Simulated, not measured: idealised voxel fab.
process module | voxel self aligned contacts
cross-section cut | 145 nm wide | cells 5 nm
A cross-section is a grid of square cells, given in bands from the top down. A band is one or more rows of cells.
Each band's line starts with the height of the band's top and of its bottom, in nm. Then come its materials from left to right, each with its width in nm. One material with "throughout" fills the band from edge to edge. "air" is empty space.
Height 0 is the level under which the wafer as received is all one material. The lowest band goes on downwards, as in "0 down".
A width such as "30 to 40" changes by the same amount from each row of cells to the next, from the band's top row to its bottom row.
"no change" after a step means that no cell of the cross-section changed.
closed voids: empty space of 8 cells or more with no open way to the top, each as width x height at its distance from the left edge, in nm
after a step's settings: what the simulator itself notes on the step
overlay nm, on a step with a mask: how far to the right of its planned place the mask lay; to the left if negative
plan
1 op RECEIVE | material Si
2 op OXIDIZE | depth nm 5
3 op DIRECTIONAL_DEP | material polySi | thk nm 30
4 op DIRECTIONAL_DEP | material SiN | thk nm 20
5 op PATTERN | tone cover | mask id GATE | material resist | width nm 30 | pitch nm 75 | thk nm 15 | overlay nm 0
6 op DIRECTIONAL_ETCH | etch materials SiN | depth nm 20
7 op DIRECTIONAL_ETCH | etch materials polySi | depth nm 30
8 op STRIP | etch materials resist
9 op CONFORMAL_DEP | material SiN | thk nm 10
10 op DIRECTIONAL_ETCH | etch materials SiN | depth nm 10
11 op FILL_DEP | material SiO2 | thk nm 15
12 op CMP | height nm 55
13 op MASKED_ETCH | tone open | mask id CONTACT | width nm 45 | etch materials SiO2 | depth nm 60 | overlay nm 0
14 op CONFORMAL_DEP | material TiN | thk nm 5
15 op FILL_DEP | material Ru | thk nm 10
16 op CMP | height nm 55
17 op CONFORMAL_DEP | material SiN | thk nm 5
varied across the wafers: width nm of step 13. The plan shows the first wafer's value. All wafers start alike
first wafer as received, after step 1
  0 down: Si throughout
  closed voids: none
each wafer at the end: cells of each material gained (+) or lost (-) since it was received, then its closed voids
width nm 45 | +33 Ru | -29 Si | +157 SiN | +84 SiO2 | +31 TiN | +72 polySi | closed voids: none
width nm 50 | +33 Ru | -29 Si | +157 SiN | +83 SiO2 | +32 TiN | +72 polySi | closed voids: none
width nm 55 | +33 Ru | -29 Si | +157 SiN | +82 SiO2 | +33 TiN | +72 polySi | closed voids: none
width nm 60 | +33 Ru | -29 Si | +157 SiN | +81 SiO2 | +34 TiN | +72 polySi | closed voids: none
width nm 65 | +33 Ru | -29 Si | +157 SiN | +80 SiO2 | +35 TiN | +72 polySi | closed voids: none
width nm 70 | +33 Ru | -29 Si | +157 SiN | +79 SiO2 | +36 TiN | +72 polySi | closed voids: none
